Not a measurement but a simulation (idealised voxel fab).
Process module name: voxel self aligned vias
This is section cut - it's 205 nm across, gridded in 5 nm square cells.
Each cross-section below is a grid of square cells, stated as bands in top-down order, with one or more rows of cells making up each band.
First you get the band's top height and its bottom height, in nm, and then the materials it's made of, left to right, with each width in nm. If you see a single material with "throughout", that one covers the band edge to edge. "air" is empty space.
We count height from 0. Below that, the starting wafer is all one material. The lowest band never ends at the bottom but goes on down; see "0..down" for how that is written.
Top row gets the first number, bottom row gets the second, and each row in between changes by the same step: that is how a band width like "30->40" works.
When a step is marked "left unchanged", none of the cells in the cross-section changed during that step.
"Sealed void list" - sealed voids, min. 8 cells, no opening to top; format: width x height at distance (distance from left edge; nm throughout).
Note: text after step settings on the step line = simulator remark on that step.
overlay nm, on a step with a mask: how far to the right of its planned place the mask lay; to the left if negative
The following list gives the planned process steps:
1,RECEIVE with material Si
2,CONFORMAL_DEP with material SiO2, thk nm 15
3,CONFORMAL_DEP with material SiCN, thk nm 5
4,DIRECTIONAL_DEP with material SiO2, thk nm 25
5,MASKED_ETCH with tone open, mask id LINES, width nm 20, pitch nm 70, etch materials SiO2, depth nm 25, overlay nm 0
6,CONFORMAL_DEP with material TiN, thk nm 5
7,FILL_DEP with material W, thk nm 10
8,CMP with height nm 45
9,SELECTIVE_ETCH with etch materials W Ru TiN, depth nm 5
10,FILL_DEP with material SiN, thk nm 5
11,CMP with height nm 45
12,DIRECTIONAL_DEP with material SiO2, thk nm 15
13,PATTERN with tone open, mask id VIAS, material resist, width nm 40, thk nm 20, overlay nm 0
14,DIRECTIONAL_ETCH with etch materials SiO2, depth nm 15
15,DIRECTIONAL_ETCH with etch materials SiN, depth nm 5
16,STRIP with etch materials resist
17,CONFORMAL_DEP with material TiN, thk nm 5
18,FILL_DEP with material W, thk nm 5
19,CMP with height nm 60
20,CONFORMAL_DEP with material SiN, thk nm 5
As-received wafer cross-section (after step 1):
	0..down  Si throughout
	Sealed void list: none
Wafer cross-section at end of module: start and plan as shown above, one execution error:
	65..60  SiN throughout
	60..50  45 of SiO2, 5 of TiN, 30 of W, 5 of TiN, 120 of SiO2
	50..45  45 of SiO2, 40 of TiN, 120 of SiO2
	45..40  45 of SiN, 10 of TiN, 20 of SiO2, 10 of TiN, 40 of SiN, 20 of SiO2, 60 of SiN
	40..25  50 of W, 5 of TiN, 20 of SiO2, 5 of TiN, 40 of W, 5 of TiN, 20 of SiO2, 5 of TiN, 55 of W
	25..20  55 of TiN, 20 of SiO2, 50 of TiN, 20 of SiO2, 60 of TiN
	20..15  SiCN throughout
	15..0  SiO2 throughout
	0..down  Si throughout
	Sealed void list: none
Error vs. plan: for step 5, the planned setting was not used; the step was instead run as MASKED_ETCH with tone cover, mask id LINES, width nm 20, pitch nm 70, etch materials SiO2, depth nm 25, overlay nm 0
